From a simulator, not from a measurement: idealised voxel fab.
Presented below is a process module, voxel trench capacitor.
Cross-section cut spans 290 nm and uses square cells 5 nm in size.
How to read a cross-section here: the picture is a grid of square cells, written as bands going from the top down, and any band can span one or more rows of cells.
Top, bottom (nm), then materials left to right with widths (nm); lone material tagged "all across" fills the whole band edge to edge; "air" = empty space.
The level at which height equals 0 is the one under which the wafer, as it arrives, is entirely one material. No lower edge exists for the bottom band, which continues downward and is notated as in "from 0 down".
Width "30->40": first value at the band's top row of cells, second value at its bottom row, equal change from row to row.
Any step labelled "nothing altered" changed none of the cells in the cross-section.
"Sealed void listing": sealed empty spaces, 8 cells or more, no open way to top, listed width x height at distance, with distance from the left edge and width, height and distance in nm.
It should be noted that, on the line of a given step, the content following the step's settings is a remark produced by the simulator itself with respect to that step.
When a step includes a mask, the "overlay nm" setting on its line states how far to the right of its planned place that mask lay, and negative values state how far to the left.

This section lists the process steps that were planned
- 1: RECEIVE [material Si]
- 2: CONFORMAL_DEP [material SiN] [thk nm 10]
- 3: PATTERN [tone open] [mask id TRENCH] [material resist] [width nm 15] [pitch nm 35] [thk nm 15] [overlay nm 0]
- 4: DIRECTIONAL_ETCH [etch materials SiN] [depth nm 10]
- 5: DIRECTIONAL_ETCH [etch materials Si] [depth nm 25]
- 6: STRIP [etch materials resist]
- 7: CONFORMAL_DEP [material Al2O3] [thk nm 5]
- 8: FILL_DEP [material polySi] [thk nm 10]
- 9: CMP [height nm 10]

First of two wafers: run as planned

Wafer cross-section on receipt, i.e. after step 1
from 0 down  Si all across
Sealed void listing: none

Cross-section through the wafer, step 2 finished
from 10 to 0  SiN all across
Nothing below the height 0 has changed.

Cross-section through the wafer, step 3 finished
from 25 to 10  100 nm resist | 15 nm air | 20 nm resist | 15 nm air | 20 nm resist | 15 nm air | 105 nm resist
Nothing below the height 10 has changed.

Cross-section through the wafer, step 4 finished
from 25 to 10  100 nm resist | 15 nm air | 20 nm resist | 15 nm air | 20 nm resist | 15 nm air | 105 nm resist
from 10 to 0  100 nm SiN | 15 nm air | 20 nm SiN | 15 nm air | 20 nm SiN | 15 nm air | 105 nm SiN
Nothing below the height 0 has changed.

Cross-section through the wafer, step 5 finished
from 25 to 10  100 nm resist | 15 nm air | 20 nm resist | 15 nm air | 20 nm resist | 15 nm air | 105 nm resist
from 10 to 0  100 nm SiN | 15 nm air | 20 nm SiN | 15 nm air | 20 nm SiN | 15 nm air | 105 nm SiN
from 0 to -25  100 nm Si | 15 nm air | 20 nm Si | 15 nm air | 20 nm Si | 15 nm air | 105 nm Si
Nothing below the height -25 has changed.

Cross-section through the wafer, step 6 finished
from 10 to 0  100 nm SiN | 15 nm air | 20 nm SiN | 15 nm air | 20 nm SiN | 15 nm air | 105 nm SiN
Nothing below the height 0 has changed.

Cross-section through the wafer, step 7 finished
from 15 to 10  105 nm Al2O3 | 5 nm air | 30 nm Al2O3 | 5 nm air | 30 nm Al2O3 | 5 nm air | 110 nm Al2O3
from 10 to 0  100 nm SiN | 5 nm Al2O3 | 5 nm air | 5 nm Al2O3 | 20 nm SiN | 5 nm Al2O3 | 5 nm air | 5 nm Al2O3 | 20 nm SiN | 5 nm Al2O3 | 5 nm air | 5 nm Al2O3 | 105 nm SiN
from 0 to -20  100 nm Si | 5 nm Al2O3 | 5 nm air | 5 nm Al2O3 | 20 nm Si | 5 nm Al2O3 | 5 nm air | 5 nm Al2O3 | 20 nm Si | 5 nm Al2O3 | 5 nm air | 5 nm Al2O3 | 105 nm Si
from -20 to -25  100 nm Si | 15 nm Al2O3 | 20 nm Si | 15 nm Al2O3 | 20 nm Si | 15 nm Al2O3 | 105 nm Si
Nothing below the height -25 has changed.

Cross-section through the wafer, step 8 finished
from 25 to 15  polySi all across
from 15 to 10  105 nm Al2O3 | 5 nm polySi | 30 nm Al2O3 | 5 nm polySi | 30 nm Al2O3 | 5 nm polySi | 110 nm Al2O3
from 10 to 0  100 nm SiN | 5 nm Al2O3 | 5 nm polySi | 5 nm Al2O3 | 20 nm SiN | 5 nm Al2O3 | 5 nm polySi | 5 nm Al2O3 | 20 nm SiN | 5 nm Al2O3 | 5 nm polySi | 5 nm Al2O3 | 105 nm SiN
from 0 to -20  100 nm Si | 5 nm Al2O3 | 5 nm polySi | 5 nm Al2O3 | 20 nm Si | 5 nm Al2O3 | 5 nm polySi | 5 nm Al2O3 | 20 nm Si | 5 nm Al2O3 | 5 nm polySi | 5 nm Al2O3 | 105 nm Si
Nothing below the height -20 has changed.

Cross-section through the wafer, step 9 finished
from 10 to 0  100 nm SiN | 5 nm Al2O3 | 5 nm polySi | 5 nm Al2O3 | 20 nm SiN | 5 nm Al2O3 | 5 nm polySi | 5 nm Al2O3 | 20 nm SiN | 5 nm Al2O3 | 5 nm polySi | 5 nm Al2O3 | 105 nm SiN
Nothing below the height 0 has changed.

Second of two: same start, same plan, one run error; steps up to and including 7 match the first

Second wafer, section view, time point: scheduled end of step 8
from 25 to 15  SiN all across
from 15 to 10  105 nm Al2O3 | 5 nm SiN | 30 nm Al2O3 | 5 nm SiN | 30 nm Al2O3 | 5 nm SiN | 110 nm Al2O3
from 10 to 0  100 nm SiN | 5 nm Al2O3 | 5 nm SiN | 5 nm Al2O3 | 20 nm SiN | 5 nm Al2O3 | 5 nm SiN | 5 nm Al2O3 | 20 nm SiN | 5 nm Al2O3 | 5 nm SiN | 5 nm Al2O3 | 105 nm SiN
from 0 to -20  100 nm Si | 5 nm Al2O3 | 5 nm SiN | 5 nm Al2O3 | 20 nm Si | 5 nm Al2O3 | 5 nm SiN | 5 nm Al2O3 | 20 nm Si | 5 nm Al2O3 | 5 nm SiN | 5 nm Al2O3 | 105 nm Si
Nothing below the height -20 has changed.

Second wafer, section view, time point: scheduled end of step 9
from 10 to 0  100 nm SiN | 5 nm Al2O3 | 5 nm SiN | 5 nm Al2O3 | 20 nm SiN | 5 nm Al2O3 | 5 nm SiN | 5 nm Al2O3 | 20 nm SiN | 5 nm Al2O3 | 5 nm SiN | 5 nm Al2O3 | 105 nm SiN
Nothing below the height 0 has changed.
The mistake made against the process plan was this: step 8 ran with different settings than intended, the actual operation and settings being FILL_DEP [material SiN] [thk nm 10]
Heads up, by the end the second wafer has more or fewer cells of some materials compared to the first: SiN +18; polySi -18
